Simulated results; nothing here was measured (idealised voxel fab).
Process module name: voxel transistor to metal
Shown is cross-section cut, with a width of 270 nm and square cells of size 5 nm.
If you're reading a cross-section in this doc, picture square cells in a grid; it comes to you as bands, top ones listed first down to the bottom, and a band can be one or more rows of cells. Per band: top height and bottom height in nm, followed by the left-to-right materials and their widths in nm; "edge to edge" marks a single material spanning edge to edge, "blank" marks empty space. Heads up on the height convention: 0 is the point under which the incoming wafer is all one material, and the lowest band has no bottom, it just keeps going down, like "0 nm and below". You'd read "30..40" like this: the band's top row of cells is as wide as the first number, its bottom row is as wide as the second, and going down, every row changes width by the same amount as the row before did. "no modifications", as given for a step, is the statement that not any cell of the cross-section underwent a change during that step. If an empty space has no open way to the top and is at least 8 cells in size, "Closed void list" lists it, written width x height at distance, where distance is measured from the left edge and every value is in nm. On each step's line, the part that comes after the settings is the simulator's own comment on the step. You can add "overlay nm" to a step's line. For a step with a mask, it describes how far the mask lay to the right of its planned position, and a negative number describes a lay to the left.
**This section lists the process steps that were planned**
| 1 | RECEIVE with material Si |
| 2 | CONFORMAL_DEP with material SiO2, thk nm 5 |
| 3 | CONFORMAL_DEP with material SiN, thk nm 10 |
| 4 | PATTERN with tone cover, mask id ACTIVE, material resist, width nm 95, pitch nm 125, thk nm 15, overlay nm 0 |
| 5 | DIRECTIONAL_ETCH with etch materials SiN, depth nm 10 |
| 6 | DIRECTIONAL_ETCH with etch materials SiO2, depth nm 5 |
| 7 | DIRECTIONAL_ETCH with etch materials Si, depth nm 20 |
| 8 | STRIP with etch materials resist |
| 9 | FILL_DEP with material SiO2, thk nm 15 |
| 10 | CMP with height nm 15 |
| 11 | SELECTIVE_ETCH with etch materials SiO2, depth nm 5 |
| 12 | STRIP with etch materials SiN |
| 13 | SELECTIVE_ETCH with etch materials SiO2, depth nm 5 |
| 14 | OXIDIZE with depth nm 5 |
| 15 | DIRECTIONAL_DEP with material polySi, thk nm 25 |
| 16 | DIRECTIONAL_DEP with material SiCN, thk nm 15 |
| 17 | PATTERN with tone cover, mask id GATE, material resist, width nm 25, pitch nm 125, thk nm 20, overlay nm 0 |
| 18 | DIRECTIONAL_ETCH with etch materials SiCN, depth nm 25 |
| 19 | DIRECTIONAL_ETCH with etch materials polySi, depth nm 35 |
| 20 | STRIP with etch materials resist |
| 21 | CONFORMAL_DEP with material SiO2, thk nm 5 |
| 22 | DIRECTIONAL_ETCH with etch materials SiO2, depth nm 5 |
| 23 | CONFORMAL_DEP with material SiN, thk nm 5 |
| 24 | DIRECTIONAL_ETCH with etch materials SiN, depth nm 5 |
| 25 | DIRECTIONAL_ETCH with etch materials SiO2, depth nm 5 |
| 26 | DIRECTIONAL_ETCH with etch materials Si, depth nm 10 |
| 27 | EPI with material nSi, thk nm 10 |
| 28 | FILL_DEP with material SiO2, thk nm 10 |
| 29 | CMP with height nm 40 |
| 30 | DIRECTIONAL_DEP with material SiO2, thk nm 15 |
| 31 | DIRECTIONAL_DEP with material aC, thk nm 10 |
| 32 | PATTERN with tone open, mask id CONTACT, material resist, width nm 15, thk nm 30, overlay nm 0 |
| 33 | DIRECTIONAL_ETCH with etch materials aC, depth nm 10 |
| 34 | STRIP with etch materials resist |
| 35 | DIRECTIONAL_ETCH with etch materials SiO2, depth nm 50 |
| 36 | STRIP with etch materials aC |
| 37 | CONFORMAL_DEP with material TiN, thk nm 5 |
| 38 | FILL_DEP with material W, thk nm 10 |
| 39 | CMP with height nm 55 |
| 40 | CONFORMAL_DEP with material SiCN, thk nm 5 |
| 41 | DIRECTIONAL_DEP with material SiO2, thk nm 20 |
| 42 | DIRECTIONAL_DEP with material aC, thk nm 15 |
| 43 | PATTERN with tone open, mask id METAL_1, material resist, width nm 15, thk nm 30, overlay nm 0 |
| 44 | DIRECTIONAL_ETCH with etch materials aC, depth nm 15 |
| 45 | STRIP with etch materials resist |
| 46 | DIRECTIONAL_ETCH with etch materials SiO2, depth nm 20 |
| 47 | DIRECTIONAL_ETCH with etch materials SiCN, depth nm 5 |
| 48 | STRIP with etch materials aC |
| 49 | CONFORMAL_DEP with material TiN, thk nm 5 |
| 50 | FILL_DEP with material Cu, thk nm 5 |
| 51 | CMP with height nm 80 |
| 52 | EPI with material Ru, thk nm 5 |
| 53 | FILL_DEP with material SiCN, thk nm 5 |
**Cross-section of the wafer at receipt, which is the condition after step 1**
* 0 nm and below | Si edge to edge
* Closed void list: none
**Module complete - cross-section of the first of two wafers, run according to plan**
* 90 nm to 85 nm | SiCN edge to edge
* 85 nm to 80 nm | 25 nm SiCN | 25 nm Ru | 45 nm SiCN | 25 nm Ru | 30 nm SiCN | 25 nm Ru | 45 nm SiCN | 25 nm Ru | 25 nm SiCN
* 80 nm to 60 nm | 30 nm SiO2 | 5 nm TiN | 5 nm Cu | 5 nm TiN | 55 nm SiO2 | 5 nm TiN | 5 nm Cu | 5 nm TiN | 40 nm SiO2 | 5 nm TiN | 5 nm Cu | 5 nm TiN | 55 nm SiO2 | 5 nm TiN | 5 nm Cu | 5 nm TiN | 30 nm SiO2
* 60 nm to 55 nm | 30 nm SiCN | 15 nm TiN | 55 nm SiCN | 15 nm TiN | 40 nm SiCN | 15 nm TiN | 55 nm SiCN | 15 nm TiN | 30 nm SiCN
* 55 nm to 40 nm | 30 nm SiO2 | 5 nm TiN | 5 nm W | 5 nm TiN | 55 nm SiO2 | 5 nm TiN | 5 nm W | 5 nm TiN | 40 nm SiO2 | 5 nm TiN | 5 nm W | 5 nm TiN | 55 nm SiO2 | 5 nm TiN | 5 nm W | 5 nm TiN | 30 nm SiO2
* 40 nm to 25 nm | 30 nm SiO2 | 5 nm TiN | 5 nm W | 5 nm TiN | 5 nm SiO2 | 5 nm SiN | 5 nm SiO2 | 25 nm SiCN | 5 nm SiO2 | 5 nm SiN | 5 nm SiO2 | 5 nm TiN | 5 nm W | 5 nm TiN | 40 nm SiO2 | 5 nm TiN | 5 nm W | 5 nm TiN | 5 nm SiO2 | 5 nm SiN | 5 nm SiO2 | 25 nm SiCN | 5 nm SiO2 | 5 nm SiN | 5 nm SiO2 | 5 nm TiN | 5 nm W | 5 nm TiN | 30 nm SiO2
* 25 nm to 10 nm | 30 nm SiO2 | 5 nm TiN | 5 nm W | 5 nm TiN | 5 nm SiO2 | 5 nm SiN | 5 nm SiO2 | 25 nm polySi | 5 nm SiO2 | 5 nm SiN | 5 nm SiO2 | 5 nm TiN | 5 nm W | 5 nm TiN | 40 nm SiO2 | 5 nm TiN | 5 nm W | 5 nm TiN | 5 nm SiO2 | 5 nm SiN | 5 nm SiO2 | 25 nm polySi | 5 nm SiO2 | 5 nm SiN | 5 nm SiO2 | 5 nm TiN | 5 nm W | 5 nm TiN | 30 nm SiO2
* 10 nm to 5 nm | 30 nm SiO2 | 15 nm TiN | 5 nm SiO2 | 5 nm SiN | 5 nm SiO2 | 25 nm polySi | 5 nm SiO2 | 5 nm SiN | 5 nm SiO2 | 15 nm TiN | 40 nm SiO2 | 15 nm TiN | 5 nm SiO2 | 5 nm SiN | 5 nm SiO2 | 25 nm polySi | 5 nm SiO2 | 5 nm SiN | 5 nm SiO2 | 15 nm TiN | 30 nm SiO2
* 5 nm to 0 nm | 25 nm SiO2 | 5 nm SiN | 20 nm nSi | 5 nm SiN | 5 nm SiO2 | 25 nm polySi | 5 nm SiO2 | 5 nm SiN | 20 nm nSi | 5 nm SiN | 30 nm SiO2 | 5 nm SiN | 20 nm nSi | 5 nm SiN | 5 nm SiO2 | 25 nm polySi | 5 nm SiO2 | 5 nm SiN | 20 nm nSi | 5 nm SiN | 25 nm SiO2
* 0 nm to -5 nm | 30 nm SiO2 | 20 nm nSi | 45 nm SiO2 | 20 nm nSi | 40 nm SiO2 | 20 nm nSi | 45 nm SiO2 | 20 nm nSi | 30 nm SiO2
* -5 nm to -15 nm | 25 nm SiO2 | 5 nm Si | 20 nm nSi | 45 nm Si | 20 nm nSi | 5 nm Si | 30 nm SiO2 | 5 nm Si | 20 nm nSi | 45 nm Si | 20 nm nSi | 5 nm Si | 25 nm SiO2
* -15 nm to -20 nm | 25 nm SiO2 | 95 nm Si | 30 nm SiO2 | 95 nm Si | 25 nm SiO2
* -20 nm and below | Si edge to edge
* Closed void list: none
**Second wafer cross-section at end of module - shared start and plan with the first, one mistake in the run**
* 90 nm to 85 nm | SiCN edge to edge
* 85 nm to 80 nm | 25 nm SiCN | 25 nm Ru | 45 nm SiCN | 25 nm Ru | 30 nm SiCN | 25 nm Ru | 45 nm SiCN | 25 nm Ru | 25 nm SiCN
* 80 nm to 60 nm | 30 nm SiO2 | 5 nm TiN | 5 nm Cu | 5 nm TiN | 55 nm SiO2 | 5 nm TiN | 5 nm Cu | 5 nm TiN | 40 nm SiO2 | 5 nm TiN | 5 nm Cu | 5 nm TiN | 55 nm SiO2 | 5 nm TiN | 5 nm Cu | 5 nm TiN | 30 nm SiO2
* 60 nm to 55 nm | 30 nm SiCN | 15 nm TiN | 55 nm SiCN | 15 nm TiN | 40 nm SiCN | 15 nm TiN | 55 nm SiCN | 15 nm TiN | 30 nm SiCN
* 55 nm to 40 nm | 30 nm SiO2 | 5 nm TiN | 5 nm W | 5 nm TiN | 55 nm SiO2 | 5 nm TiN | 5 nm W | 5 nm TiN | 40 nm SiO2 | 5 nm TiN | 5 nm W | 5 nm TiN | 55 nm SiO2 | 5 nm TiN | 5 nm W | 5 nm TiN | 30 nm SiO2
* 40 nm to 25 nm | 30 nm SiO2 | 5 nm TiN | 5 nm W | 5 nm TiN | 5 nm SiO2 | 5 nm SiN | 5 nm SiO2 | 25 nm SiCN | 5 nm SiO2 | 5 nm SiN | 5 nm SiO2 | 5 nm TiN | 5 nm W | 5 nm TiN | 40 nm SiO2 | 5 nm TiN | 5 nm W | 5 nm TiN | 5 nm SiO2 | 5 nm SiN | 5 nm SiO2 | 25 nm SiCN | 5 nm SiO2 | 5 nm SiN | 5 nm SiO2 | 5 nm TiN | 5 nm W | 5 nm TiN | 30 nm SiO2
* 25 nm to 10 nm | 30 nm SiO2 | 5 nm TiN | 5 nm W | 5 nm TiN | 5 nm SiO2 | 5 nm SiN | 5 nm SiO2 | 25 nm polySi | 5 nm SiO2 | 5 nm SiN | 5 nm SiO2 | 5 nm TiN | 5 nm W | 5 nm TiN | 40 nm SiO2 | 5 nm TiN | 5 nm W | 5 nm TiN | 5 nm SiO2 | 5 nm SiN | 5 nm SiO2 | 25 nm polySi | 5 nm SiO2 | 5 nm SiN | 5 nm SiO2 | 5 nm TiN | 5 nm W | 5 nm TiN | 30 nm SiO2
* 10 nm to 5 nm | 30 nm SiO2 | 15 nm TiN | 5 nm SiO2 | 5 nm SiN | 5 nm SiO2 | 25 nm polySi | 5 nm SiO2 | 5 nm SiN | 5 nm SiO2 | 15 nm TiN | 40 nm SiO2 | 15 nm TiN | 5 nm SiO2 | 5 nm SiN | 5 nm SiO2 | 25 nm polySi | 5 nm SiO2 | 5 nm SiN | 5 nm SiO2 | 15 nm TiN | 30 nm SiO2
* 5 nm to 0 nm | 35 nm SiO2 | 5 nm SiN | 10 nm nSi | 5 nm SiN | 5 nm SiO2 | 25 nm polySi | 5 nm SiO2 | 5 nm SiN | 10 nm nSi | 10 nm SiO2 | 10 nm nSi | 5 nm SiN | 30 nm SiO2 | 5 nm SiN | 10 nm nSi | 5 nm SiN | 5 nm SiO2 | 25 nm polySi | 5 nm SiO2 | 5 nm SiN | 10 nm nSi | 10 nm SiO2 | 10 nm nSi | 5 nm SiN | 15 nm SiO2
* 0 nm to -5 nm | 40 nm SiO2 | 10 nm nSi | 45 nm SiO2 | 10 nm nSi | 10 nm SiO2 | 10 nm nSi | 40 nm SiO2 | 10 nm nSi | 45 nm SiO2 | 10 nm nSi | 10 nm SiO2 | 10 nm nSi | 20 nm SiO2
* -5 nm to -15 nm | 35 nm SiO2 | 5 nm Si | 10 nm nSi | 45 nm Si | 30 nm nSi | 5 nm Si | 30 nm SiO2 | 5 nm Si | 10 nm nSi | 45 nm Si | 30 nm nSi | 5 nm Si | 15 nm SiO2
* -15 nm to -20 nm | 35 nm SiO2 | 95 nm Si | 30 nm SiO2 | 95 nm Si | 15 nm SiO2
* -20 nm and below | Si edge to edge
* Closed void list: none
Want to know what went wrong? step 4 ran differently from the plan; actual operation with settings: PATTERN with tone cover, mask id ACTIVE, material resist, width nm 95, pitch nm 125, thk nm 15, overlay nm 10
The final cell counts differ between the wafers, with the second having more or fewer of some materials than the first: 8 more of SiO2; 8 fewer of nSi
